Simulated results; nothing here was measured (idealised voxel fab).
Documented hereafter: the process module known as voxel transistor to metal.
Displayed cross-section: cut, width of 190 nm, square cells sized 5 nm.
Just so we're on the same page, the cross-sections are grids of square cells, and they're listed out in bands top to bottom, each band one or more rows deep.
First you get the band's top height and its bottom height, in nm, and then the materials it's made of, left to right, with each width in nm. If you see a single material with "everywhere", that one covers the band edge to edge. "empty" is empty space.
For the purposes of this specification, 0 denotes the height below which the wafer in its as-received condition is composed wholly of one material, and the lowermost band, lacking a lower limit, extends downward without end, as expressed in "0 -> down".
Graded width ("30..40"): value in top row of band = first number; value in bottom row = second number; row-to-row change constant.
The designation "changes: none", where it is given for a processing step, indicates that no cell of the cross-section was altered in the course of that step.
The list in "Entrapped voids" covers empty spaces of 8 cells or more that cannot reach the top through any open way, and it gives each as width x height at distance; the distance is from the left edge, and width, height and distance are in nm.
It should be noted that, on the line of a given step, the content following the step's settings is a remark produced by the simulator itself with respect to that step.
For masked steps, "overlay nm" on the step line gives how far right of plan the mask actually lay; a minus sign means it lay to the left.

These are the steps we planned for the process
| 1 | RECEIVE: material Si |
| 2 | OXIDIZE: depth nm 5 |
| 3 | CONFORMAL_DEP: material SiN, thk nm 15 |
| 4 | MASKED_ETCH: tone cover, mask id ACTIVE, width nm 135, etch materials SiN, depth nm 15, overlay nm 0 |
| 5 | MASKED_ETCH: tone cover, mask id ACTIVE, width nm 135, etch materials SiO2, depth nm 5, overlay nm 0 |
| 6 | MASKED_ETCH: tone cover, mask id ACTIVE, width nm 135, etch materials Si, depth nm 20, overlay nm 0 |
| 7 | FILL_DEP: material SiO2, thk nm 10 |
| 8 | CMP: height nm 15 |
| 9 | SELECTIVE_ETCH: etch materials SiO2, depth nm 5 |
| 10 | STRIP: etch materials SiN |
| 11 | SELECTIVE_ETCH: etch materials SiO2, depth nm 5 |
| 12 | OXIDIZE: depth nm 5 |
| 13 | DIRECTIONAL_DEP: material polySi, thk nm 30 |
| 14 | DIRECTIONAL_DEP: material SiCN, thk nm 10 |
| 15 | DIRECTIONAL_DEP: material aC, thk nm 15 |
| 16 | PATTERN: tone cover, mask id GATE, material resist, width nm 35, thk nm 30, overlay nm 0 |
| 17 | DIRECTIONAL_ETCH: etch materials aC, depth nm 15 |
| 18 | STRIP: etch materials resist |
| 19 | DIRECTIONAL_ETCH: etch materials SiCN, depth nm 20 |
| 20 | DIRECTIONAL_ETCH: etch materials polySi, depth nm 40 |
| 21 | STRIP: etch materials aC |
| 22 | CONFORMAL_DEP: material SiN, thk nm 5 |
| 23 | DIRECTIONAL_ETCH: etch materials SiN, depth nm 5 |
| 24 | DIRECTIONAL_ETCH: etch materials SiO2, depth nm 5 |
| 25 | DIRECTIONAL_ETCH: etch materials Si, depth nm 5 |
| 26 | EPI: material nSi, thk nm 5 |
| 27 | FILL_DEP: material SiO2, thk nm 10 |
| 28 | CMP: height nm 25 |
| 29 | STRIP: etch materials polySi |
| 30 | SELECTIVE_ETCH: etch materials SiO2, depth nm 5 |
| 31 | CONFORMAL_DEP: material HfO2, thk nm 5 |
| 32 | CONFORMAL_DEP: material TiN, thk nm 5 |
| 33 | FILL_DEP: material W, thk nm 10 |
| 34 | CMP: height nm 20 |
| 35 | DIRECTIONAL_DEP: material SiO2, thk nm 15 |
| 36 | MASKED_ETCH: tone open, mask id CONTACT, width nm 20, pitch nm 95, etch materials SiO2, depth nm 45, overlay nm 0 |
| 37 | CONFORMAL_DEP: material TiN, thk nm 5 |
| 38 | FILL_DEP: material W, thk nm 5 |
| 39 | CMP: height nm 35 |
| 40 | DIRECTIONAL_DEP: material TiN, thk nm 5 |
| 41 | DIRECTIONAL_DEP: material W, thk nm 20 |
| 42 | MASKED_ETCH: tone cover, mask id METAL_1, width nm 20, pitch nm 95, etch materials W, depth nm 20, overlay nm 0 |
| 43 | MASKED_ETCH: tone cover, mask id METAL_1, width nm 20, pitch nm 95, etch materials TiN, depth nm 5, overlay nm 0 |
| 44 | FILL_DEP: material lowk, thk nm 10 |
| 45 | CMP: height nm 60 |
| 46 | CONFORMAL_DEP: material SiCN, thk nm 5 |

As-received state of the wafer in cross-section, equivalent to post-step 1
- 0 -> down: Si everywhere
- Entrapped voids: none

End-of-module XS, first of two wafers, run as planned
- 65 -> 60: SiCN everywhere
- 60 -> 40: lowk (35)  W (20)  lowk (75)  W (20)  lowk (40)
- 40 -> 35: lowk (35)  TiN (20)  lowk (75)  TiN (20)  lowk (40)
- 35 -> 20: SiO2 (35)  TiN (5)  W (10)  TiN (5)  SiO2 (75)  TiN (5)  W (10)  TiN (5)  SiO2 (40)
- 20 -> 5: SiO2 (35)  TiN (5)  W (10)  TiN (5)  SiO2 (15)  SiN (5)  HfO2 (5)  TiN (5)  W (15)  TiN (5)  HfO2 (5)  SiN (5)  SiO2 (15)  TiN (5)  W (10)  TiN (5)  SiO2 (40)
- 5 -> 0: SiO2 (20)  SiN (5)  SiO2 (10)  TiN (5)  W (10)  TiN (5)  SiO2 (15)  SiN (5)  HfO2 (5)  TiN (5)  W (15)  TiN (5)  HfO2 (5)  SiN (5)  SiO2 (15)  TiN (5)  W (10)  TiN (5)  SiO2 (10)  SiN (5)  SiO2 (25)
- 0 -> -5: SiO2 (20)  SiN (5)  SiO2 (10)  TiN (5)  W (10)  TiN (5)  SiO2 (15)  SiN (5)  HfO2 (5)  TiN (25)  HfO2 (5)  SiN (5)  SiO2 (15)  TiN (5)  W (10)  TiN (5)  SiO2 (10)  SiN (5)  SiO2 (25)
- -5 -> -10: SiO2 (35)  TiN (20)  SiO2 (10)  nSi (5)  HfO2 (45)  nSi (5)  SiO2 (10)  TiN (20)  SiO2 (40)
- -10 -> -15: SiO2 (25)  nSi (45)  Si (45)  nSi (45)  SiO2 (30)
- -15 -> -25: SiO2 (25)  Si (135)  SiO2 (30)
- -25 -> down: Si everywhere
- Entrapped voids: none

End of module, second wafer, cross-section. Started like the first, planned like the first, run with one mistake
- 65 -> 60: SiCN everywhere
- 60 -> 40: lowk (35)  W (20)  lowk (75)  W (20)  lowk (40)
- 40 -> 35: lowk (35)  TiN (20)  lowk (75)  TiN (20)  lowk (40)
- 35 -> 20: SiO2 (35)  TiN (5)  W (10)  TiN (5)  SiO2 (75)  TiN (5)  W (10)  TiN (5)  SiO2 (40)
- 20 -> 5: SiO2 (35)  TiN (5)  W (10)  TiN (5)  SiO2 (15)  SiN (5)  HfO2 (5)  TiN (5)  W (15)  TiN (5)  HfO2 (5)  SiN (5)  SiO2 (15)  TiN (5)  W (10)  TiN (5)  SiO2 (40)
- 5 -> 0: SiO2 (25)  SiN (5)  SiO2 (5)  TiN (5)  W (10)  TiN (5)  SiO2 (15)  SiN (5)  HfO2 (5)  TiN (5)  W (15)  TiN (5)  HfO2 (5)  SiN (5)  SiO2 (15)  TiN (5)  W (10)  TiN (5)  SiO2 (10)  SiN (5)  SiO2 (25)
- 0 -> -5: SiO2 (25)  SiN (5)  SiO2 (5)  TiN (5)  W (10)  TiN (5)  SiO2 (15)  SiN (5)  HfO2 (5)  TiN (25)  HfO2 (5)  SiN (5)  SiO2 (15)  TiN (5)  W (10)  TiN (5)  SiO2 (10)  SiN (5)  SiO2 (25)
- -5 -> -10: SiO2 (30)  nSi (5)  TiN (20)  SiO2 (10)  nSi (5)  HfO2 (45)  nSi (5)  SiO2 (10)  TiN (20)  SiO2 (40)
- -10 -> -15: SiO2 (25)  Si (5)  nSi (40)  Si (45)  nSi (45)  SiO2 (30)
- -15 -> -25: SiO2 (25)  Si (135)  SiO2 (30)
- -25 -> down: Si everywhere
- Entrapped voids: none
Run error: step 4 was not run as planned; what actually ran was MASKED_ETCH: tone cover, mask id ACTIVE, width nm 130, etch materials SiN, depth nm 15, overlay nm 0
Final wafer comparison in cells, second versus first, more or fewer per material: 1 more of Si; 1 fewer of SiO2
